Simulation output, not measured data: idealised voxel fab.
The name of this process module is voxel wiring stack.
FYI the section here is cut, 190 nm wide, cells are 5 nm squares.
Cross-section layout: square cells on a grid; listed as bands, top to bottom; a band spans one or more cell rows.
This entry defines a band. It first specifies the height of the band's top and the height of its bottom in nm, and then specifies the band's materials from left to right, stating each material with its width in nm. The word "full width" identifies a single material that fills the band from edge to edge, while the word "air" identifies empty space.
Zero point of the height axis is 0; under it, received wafer = one material. Lowest band: continues down indefinitely, "z 0 and below".
Per-row width for "30..40": begins at first number (top row of band), ends at second number (bottom row), increment between rows held constant.
"nothing got changed", as given for a step, is the statement that not any cell of the cross-section underwent a change during that step.
You'll see "Entrapped void list" listing empty spaces that have no way open to the top, as long as they're 8 cells or more; the notation is width x height at distance, where the distance is from the left edge, and all of it is in nm.
It should be noted that, on the line of a given step, the content following the step's settings is a remark produced by the simulator itself with respect to that step.
You can add "overlay nm" to a step's line. For a step with a mask, it describes how far the mask lay to the right of its planned position, and a negative number describes a lay to the left.

Below is the list of planned process steps:
1,RECEIVE: material Si
2,CONFORMAL_DEP: material SiO2, thk nm 10
3,DIRECTIONAL_DEP: material TiN, thk nm 5
4,DIRECTIONAL_DEP: material Ru, thk nm 20
5,PATTERN: tone cover, mask id METAL_1, material resist, width nm 20, pitch nm 45, thk nm 20, overlay nm 0
6,DIRECTIONAL_ETCH: etch materials Ru, depth nm 20
7,DIRECTIONAL_ETCH: etch materials TiN, depth nm 5
8,STRIP: etch materials resist
9,CONFORMAL_DEP: material SiN, thk nm 5
10,FILL_DEP: material SiO2, thk nm 5
11,CMP: height nm 35
12,CONFORMAL_DEP: material SiCN, thk nm 5
13,DIRECTIONAL_DEP: material lowk, thk nm 35
14,DIRECTIONAL_DEP: material aC, thk nm 10
15,PATTERN: tone open, mask id METAL_2, material resist, width nm 20, pitch nm 45, thk nm 25, overlay nm 0
16,DIRECTIONAL_ETCH: etch materials aC, depth nm 10
17,STRIP: etch materials resist
18,DIRECTIONAL_ETCH: etch materials lowk, depth nm 20
19,STRIP: etch materials aC
20,MASKED_ETCH: tone open, mask id METAL_2_HOLES, width nm 15, pitch nm 45, etch materials lowk, depth nm 15, overlay nm 0
21,MASKED_ETCH: tone open, mask id METAL_2_HOLES, width nm 15, pitch nm 45, etch materials SiCN, depth nm 5, overlay nm 0
22,CONFORMAL_DEP: material TiN, thk nm 5
23,FILL_DEP: material Cu, thk nm 5
24,CMP: height nm 75
25,CONFORMAL_DEP: material SiN, thk nm 5

What follows covers the first of two wafers; it ran as planned:

The cross-section here shows the wafer as received, i.e. in its state after step 1:
    z 0 and below: Si full width
    Entrapped void list: none

Cross-section of the wafer after step 2:
    z 10 to 0: SiO2 full width
    At heights below 0, the structure remains unaltered.

Cross-section of the wafer after step 3:
    z 15 to 10: TiN full width
    At heights below 10, the structure remains unaltered.

Cross-section of the wafer after step 4:
    z 35 to 15: Ru full width
    At heights below 15, the structure remains unaltered.

Cross-section of the wafer after step 5:
    z 55 to 35: air: 60 | resist: 20 | air: 25 | resist: 20 | air: 65
    At heights below 35, the structure remains unaltered.

Cross-section of the wafer after step 6:
    z 55 to 35: air: 60 | resist: 20 | air: 25 | resist: 20 | air: 65
    z 35 to 15: air: 60 | Ru: 20 | air: 25 | Ru: 20 | air: 65
    At heights below 15, the structure remains unaltered.

Cross-section of the wafer after step 7:
    z 55 to 35: air: 60 | resist: 20 | air: 25 | resist: 20 | air: 65
    z 35 to 15: air: 60 | Ru: 20 | air: 25 | Ru: 20 | air: 65
    z 15 to 10: air: 60 | TiN: 20 | air: 25 | TiN: 20 | air: 65
    At heights below 10, the structure remains unaltered.

Cross-section of the wafer after step 8:
    z 35 to 15: air: 60 | Ru: 20 | air: 25 | Ru: 20 | air: 65
    At heights below 15, the structure remains unaltered.

Cross-section of the wafer after step 9:
    z 40 to 35: air: 55 | SiN: 30 | air: 15 | SiN: 30 | air: 60
    z 35 to 15: air: 55 | SiN: 5 | Ru: 20 | SiN: 5 | air: 15 | SiN: 5 | Ru: 20 | SiN: 5 | air: 60
    z 15 to 10: SiN: 60 | TiN: 20 | SiN: 25 | TiN: 20 | SiN: 65
    At heights below 10, the structure remains unaltered.

Cross-section of the wafer after step 10:
    z 45 to 40: SiO2 full width
    z 40 to 35: SiO2: 55 | SiN: 30 | SiO2: 15 | SiN: 30 | SiO2: 60
    z 35 to 15: SiO2: 55 | SiN: 5 | Ru: 20 | SiN: 5 | SiO2: 15 | SiN: 5 | Ru: 20 | SiN: 5 | SiO2: 60
    At heights below 15, the structure remains unaltered.

Cross-section of the wafer after step 11:
    z 35 to 15: SiO2: 55 | SiN: 5 | Ru: 20 | SiN: 5 | SiO2: 15 | SiN: 5 | Ru: 20 | SiN: 5 | SiO2: 60
    At heights below 15, the structure remains unaltered.

Cross-section of the wafer after step 12:
    z 40 to 35: SiCN full width
    At heights below 35, the structure remains unaltered.

Cross-section of the wafer after step 13:
    z 75 to 40: lowk full width
    At heights below 40, the structure remains unaltered.

Cross-section of the wafer after step 14:
    z 85 to 75: aC full width
    At heights below 75, the structure remains unaltered.

Cross-section of the wafer after step 15:
    z 110 to 85: resist: 60 | air: 20 | resist: 25 | air: 20 | resist: 65
    At heights below 85, the structure remains unaltered.

Cross-section of the wafer after step 16:
    z 100 to 85: resist: 60 | air: 20 | resist: 25 | air: 20 | resist: 65
    z 85 to 75: aC: 60 | air: 20 | aC: 25 | air: 20 | aC: 65
    At heights below 75, the structure remains unaltered.

Cross-section of the wafer after step 17:
    z 85 to 75: aC: 60 | air: 20 | aC: 25 | air: 20 | aC: 65
    At heights below 75, the structure remains unaltered.

Cross-section of the wafer after step 18:
    z 85 to 75: aC: 60 | air: 20 | aC: 25 | air: 20 | aC: 65
    z 75 to 55: lowk: 60 | air: 20 | lowk: 25 | air: 20 | lowk: 65
    At heights below 55, the structure remains unaltered.

Cross-section of the wafer after step 19:
    z 75 to 55: lowk: 60 | air: 20 | lowk: 25 | air: 20 | lowk: 65
    At heights below 55, the structure remains unaltered.

Cross-section of the wafer after step 20:
    z 75 to 55: lowk: 60 | air: 20 | lowk: 25 | air: 20 | lowk: 65
    z 55 to 40: lowk: 60 | air: 15 | lowk: 30 | air: 15 | lowk: 70
    At heights below 40, the structure remains unaltered.

Cross-section of the wafer after step 21:
    z 75 to 55: lowk: 60 | air: 20 | lowk: 25 | air: 20 | lowk: 65
    z 55 to 40: lowk: 60 | air: 15 | lowk: 30 | air: 15 | lowk: 70
    z 40 to 35: SiCN: 60 | air: 15 | SiCN: 30 | air: 15 | SiCN: 70
    At heights below 35, the structure remains unaltered.

Cross-section of the wafer after step 22:
    z 80 to 75: TiN: 65 | air: 10 | TiN: 35 | air: 10 | TiN: 70
    z 75 to 60: lowk: 60 | TiN: 5 | air: 10 | TiN: 5 | lowk: 25 | TiN: 5 | air: 10 | TiN: 5 | lowk: 65
    z 60 to 55: lowk: 60 | TiN: 5 | air: 5 | TiN: 10 | lowk: 25 | TiN: 5 | air: 5 | TiN: 10 | lowk: 65
    z 55 to 40: lowk: 60 | TiN: 5 | air: 5 | TiN: 5 | lowk: 30 | TiN: 5 | air: 5 | TiN: 5 | lowk: 70
    z 40 to 35: SiCN: 60 | TiN: 15 | SiCN: 30 | TiN: 15 | SiCN: 70
    At heights below 35, the structure remains unaltered.

Cross-section of the wafer after step 23:
    z 85 to 80: Cu full width
    z 80 to 75: TiN: 65 | Cu: 10 | TiN: 35 | Cu: 10 | TiN: 70
    z 75 to 60: lowk: 60 | TiN: 5 | Cu: 10 | TiN: 5 | lowk: 25 | TiN: 5 | Cu: 10 | TiN: 5 | lowk: 65
    z 60 to 55: lowk: 60 | TiN: 5 | Cu: 5 | TiN: 10 | lowk: 25 | TiN: 5 | Cu: 5 | TiN: 10 | lowk: 65
    z 55 to 40: lowk: 60 | TiN: 5 | Cu: 5 | TiN: 5 | lowk: 30 | TiN: 5 | Cu: 5 | TiN: 5 | lowk: 70
    At heights below 40, the structure remains unaltered.

Cross-section of the wafer after step 24:
    z 75 to 60: lowk: 60 | TiN: 5 | Cu: 10 | TiN: 5 | lowk: 25 | TiN: 5 | Cu: 10 | TiN: 5 | lowk: 65
    At heights below 60, the structure remains unaltered.

Cross-section of the wafer after step 25:
    z 80 to 75: SiN full width
    At heights below 75, the structure remains unaltered.

Now the other wafer: same start, same recipe, but we messed up one thing when running it. Up to and including step 12 it's the same as the first one:

Cross-section of the second wafer at the time step 13 of the plan should have ended:
    z 75 to 40: SiO2 full width
    At heights below 40, the structure remains unaltered.

Cross-section of the second wafer at the time step 14 of the plan should have ended:
    z 85 to 75: aC full width
    At heights below 75, the structure remains unaltered.

Cross-section of the second wafer at the time step 15 of the plan should have ended:
    z 110 to 85: resist: 60 | air: 20 | resist: 25 | air: 20 | resist: 65
    At heights below 85, the structure remains unaltered.

Cross-section of the second wafer at the time step 16 of the plan should have ended:
    z 100 to 85: resist: 60 | air: 20 | resist: 25 | air: 20 | resist: 65
    z 85 to 75: aC: 60 | air: 20 | aC: 25 | air: 20 | aC: 65
    At heights below 75, the structure remains unaltered.

Cross-section of the second wafer at the time step 17 of the plan should have ended:
    z 85 to 75: aC: 60 | air: 20 | aC: 25 | air: 20 | aC: 65
    At heights below 75, the structure remains unaltered.

Cross-section of the second wafer at the time step 18 of the plan should have ended: nothing got changed

Cross-section of the second wafer at the time step 19 of the plan should have ended:
    z 75 to 40: SiO2 full width
    At heights below 40, the structure remains unaltered.

Cross-section of the second wafer at the time step 20 of the plan should have ended: nothing got changed

Cross-section of the second wafer at the time step 21 of the plan should have ended: nothing got changed

Cross-section of the second wafer at the time step 22 of the plan should have ended:
    z 80 to 75: TiN full width
    At heights below 75, the structure remains unaltered.

Cross-section of the second wafer at the time step 23 of the plan should have ended:
    z 85 to 80: Cu full width
    At heights below 80, the structure remains unaltered.

Cross-section of the second wafer at the time step 24 of the plan should have ended:
    z 75 to 40: SiO2 full width
    At heights below 40, the structure remains unaltered.

Cross-section of the second wafer at the time step 25 of the plan should have ended:
    z 80 to 75: SiN full width
    At heights below 75, the structure remains unaltered.
It is concluded that the wafer was processed incorrectly with respect to the plan, in that step 13: run off-plan, actual operation and settings DIRECTIONAL_DEP: material SiO2, thk nm 35
Once processing is complete, comparing cell counts shows that the second wafer has more or fewer of certain materials than the first: Cu: 20 fewer | SiCN: 6 more | SiO2: 266 more | TiN: 36 fewer | lowk: 216 fewer
